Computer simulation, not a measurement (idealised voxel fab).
process module | voxel wiring stack
cross-section cut | 290 nm wide | cells 5 nm
A cross-section is a grid of square cells, given in bands from the top down. A band is one or more rows of cells.
Each band's line starts with the height of the band's top and of its bottom, in nm. Then come its materials from left to right, each with its width in nm. One material with "throughout" fills the band from edge to edge. "air" is empty space.
Height 0 is the level under which the wafer as received is all one material. The lowest band goes on downwards, as in "0 down".
A width such as "30 to 40" changes by the same amount from each row of cells to the next, from the band's top row to its bottom row.
"no change" after a step means that no cell of the cross-section changed.
closed voids: empty space of 8 cells or more with no open way to the top, each as width x height at its distance from the left edge, in nm
after a step's settings: what the simulator itself notes on the step
overlay nm, on a step with a mask: how far to the right of its planned place the mask lay; to the left if negative
plan
1 op RECEIVE | material Si
2 op CONFORMAL_DEP | material SiO2 | thk nm 10
3 op DIRECTIONAL_DEP | material TiN | thk nm 5
4 op DIRECTIONAL_DEP | material W | thk nm 20
5 op MASKED_ETCH | tone cover | mask id METAL_1 | width nm 25 | pitch nm 45 | etch materials W | depth nm 20 | overlay nm 0
6 op MASKED_ETCH | tone cover | mask id METAL_1 | width nm 25 | pitch nm 45 | etch materials TiN | depth nm 5 | overlay nm 0
7 op FILL_DEP | material lowk | thk nm 5
8 op CMP | height nm 35
9 op CONFORMAL_DEP | material SiCN | thk nm 5
10 op DIRECTIONAL_DEP | material lowk | thk nm 30
11 op DIRECTIONAL_DEP | material aC | thk nm 10
12 op PATTERN | tone open | mask id METAL_2_HOLES | material resist | width nm 15 | thk nm 30 | overlay nm 0
13 op DIRECTIONAL_ETCH | etch materials aC | depth nm 10
14 op STRIP | etch materials resist
15 op DIRECTIONAL_ETCH | etch materials lowk | depth nm 30
16 op STRIP | etch materials aC
17 op MASKED_ETCH | tone open | mask id METAL_2 | width nm 25 | pitch nm 45 | etch materials lowk | depth nm 15 | overlay nm 0
18 op MASKED_ETCH | tone open | mask id METAL_2 | width nm 25 | pitch nm 45 | etch materials SiCN | depth nm 5 | overlay nm 0
19 op CONFORMAL_DEP | material TiN | thk nm 5
20 op FILL_DEP | material Ru | thk nm 10
21 op CMP | height nm 70
22 op CONFORMAL_DEP | material SiN | thk nm 5
first wafer, as planned
as received, after step 1
  0 down: Si throughout
  closed voids: none
after step 2
  10 to 0: SiO2 throughout
  below 0: unchanged
after step 3
  15 to 10: TiN throughout
  below 10: unchanged
after step 4
  35 to 15: W throughout
  below 15: unchanged
after step 5
  35 to 15: air 110 | W 25 | air 20 | W 25 | air 110
  below 15: unchanged
after step 6
  35 to 15: air 110 | W 25 | air 20 | W 25 | air 110
  15 to 10: air 110 | TiN 25 | air 20 | TiN 25 | air 110
  below 10: unchanged
after step 7
  40 to 35: lowk throughout
  35 to 15: lowk 110 | W 25 | lowk 20 | W 25 | lowk 110
  15 to 10: lowk 110 | TiN 25 | lowk 20 | TiN 25 | lowk 110
  below 10: unchanged
after step 8
  35 to 15: lowk 110 | W 25 | lowk 20 | W 25 | lowk 110
  below 15: unchanged
after step 9
  40 to 35: SiCN throughout
  below 35: unchanged
after step 10
  70 to 40: lowk throughout
  below 40: unchanged
after step 11
  80 to 70: aC throughout
  below 70: unchanged
after step 12
  110 to 80: resist 110 | air 15 | resist 165
  below 80: unchanged
after step 13
  100 to 80: resist 110 | air 15 | resist 165
  80 to 70: aC 110 | air 15 | aC 165
  below 70: unchanged
after step 14
  80 to 70: aC 110 | air 15 | aC 165
  below 70: unchanged
after step 15
  80 to 70: aC 110 | air 15 | aC 165
  70 to 40: lowk 110 | air 15 | lowk 165
  below 40: unchanged
after step 16
  70 to 40: lowk 110 | air 15 | lowk 165
  below 40: unchanged
after step 17
  70 to 55: lowk 110 | air 25 | lowk 20 | air 25 | lowk 110
  below 55: unchanged
after step 18
  70 to 55: lowk 110 | air 25 | lowk 20 | air 25 | lowk 110
  55 to 40: lowk 110 | air 15 | lowk 165
  40 to 35: SiCN 110 | air 15 | SiCN 165
  below 35: unchanged
after step 19
  75 to 70: TiN 115 | air 15 | TiN 30 | air 15 | TiN 115
  70 to 60: lowk 110 | TiN 5 | air 15 | TiN 5 | lowk 20 | TiN 5 | air 15 | TiN 5 | lowk 110
  60 to 55: lowk 110 | TiN 5 | air 5 | TiN 15 | lowk 20 | TiN 25 | lowk 110
  55 to 40: lowk 110 | TiN 5 | air 5 | TiN 5 | lowk 165
  40 to 35: SiCN 110 | TiN 15 | SiCN 165
  below 35: unchanged
after step 20
  85 to 75: Ru throughout
  75 to 70: TiN 115 | Ru 15 | TiN 30 | Ru 15 | TiN 115
  70 to 60: lowk 110 | TiN 5 | Ru 15 | TiN 5 | lowk 20 | TiN 5 | Ru 15 | TiN 5 | lowk 110
  60 to 55: lowk 110 | TiN 5 | Ru 5 | TiN 15 | lowk 20 | TiN 25 | lowk 110
  55 to 40: lowk 110 | TiN 5 | Ru 5 | TiN 5 | lowk 165
  below 40: unchanged
after step 21
  70 to 60: lowk 110 | TiN 5 | Ru 15 | TiN 5 | lowk 20 | TiN 5 | Ru 15 | TiN 5 | lowk 110
  below 60: unchanged
after step 22
  75 to 70: SiN throughout
  below 70: unchanged
second wafer: like start, like plan, one mistake. Through step 5 it matches the first wafer
when step 6 should have ended
  35 to 15: air 110 | W 25 | air 20 | W 25 | air 110
  15 to 10: air 110 | TiN 35 | air 10 | TiN 35 | air 100
  below 10: unchanged
when step 7 should have ended
  40 to 35: lowk throughout
  35 to 15: lowk 110 | W 25 | lowk 20 | W 25 | lowk 110
  15 to 10: lowk 110 | TiN 35 | lowk 10 | TiN 35 | lowk 100
  below 10: unchanged
when step 8 should have ended
  35 to 15: lowk 110 | W 25 | lowk 20 | W 25 | lowk 110
  below 15: unchanged
when step 9 should have ended
  40 to 35: SiCN throughout
  below 35: unchanged
when step 10 should have ended
  70 to 40: lowk throughout
  below 40: unchanged
when step 11 should have ended
  80 to 70: aC throughout
  below 70: unchanged
when step 12 should have ended
  110 to 80: resist 110 | air 15 | resist 165
  below 80: unchanged
when step 13 should have ended
  100 to 80: resist 110 | air 15 | resist 165
  80 to 70: aC 110 | air 15 | aC 165
  below 70: unchanged
when step 14 should have ended
  80 to 70: aC 110 | air 15 | aC 165
  below 70: unchanged
when step 15 should have ended
  80 to 70: aC 110 | air 15 | aC 165
  70 to 40: lowk 110 | air 15 | lowk 165
  below 40: unchanged
when step 16 should have ended
  70 to 40: lowk 110 | air 15 | lowk 165
  below 40: unchanged
when step 17 should have ended
  70 to 55: lowk 110 | air 25 | lowk 20 | air 25 | lowk 110
  below 55: unchanged
when step 18 should have ended
  70 to 55: lowk 110 | air 25 | lowk 20 | air 25 | lowk 110
  55 to 40: lowk 110 | air 15 | lowk 165
  40 to 35: SiCN 110 | air 15 | SiCN 165
  below 35: unchanged
when step 19 should have ended
  75 to 70: TiN 115 | air 15 | TiN 30 | air 15 | TiN 115
  70 to 60: lowk 110 | TiN 5 | air 15 | TiN 5 | lowk 20 | TiN 5 | air 15 | TiN 5 | lowk 110
  60 to 55: lowk 110 | TiN 5 | air 5 | TiN 15 | lowk 20 | TiN 25 | lowk 110
  55 to 40: lowk 110 | TiN 5 | air 5 | TiN 5 | lowk 165
  40 to 35: SiCN 110 | TiN 15 | SiCN 165
  below 35: unchanged
when step 20 should have ended
  85 to 75: Ru throughout
  75 to 70: TiN 115 | Ru 15 | TiN 30 | Ru 15 | TiN 115
  70 to 60: lowk 110 | TiN 5 | Ru 15 | TiN 5 | lowk 20 | TiN 5 | Ru 15 | TiN 5 | lowk 110
  60 to 55: lowk 110 | TiN 5 | Ru 5 | TiN 15 | lowk 20 | TiN 25 | lowk 110
  55 to 40: lowk 110 | TiN 5 | Ru 5 | TiN 5 | lowk 165
  below 40: unchanged
when step 21 should have ended
  70 to 60: lowk 110 | TiN 5 | Ru 15 | TiN 5 | lowk 20 | TiN 5 | Ru 15 | TiN 5 | lowk 110
  below 60: unchanged
when step 22 should have ended
  75 to 70: SiN throughout
  below 70: unchanged
what went wrong: step 6 ran as: op MASKED_ETCH | tone cover | mask id METAL_1 | width nm 25 | pitch nm 45 | etch materials TiN | depth nm 5 | overlay nm 10
at the end the second wafer has, in cells: 4 more of TiN | 4 fewer of lowk
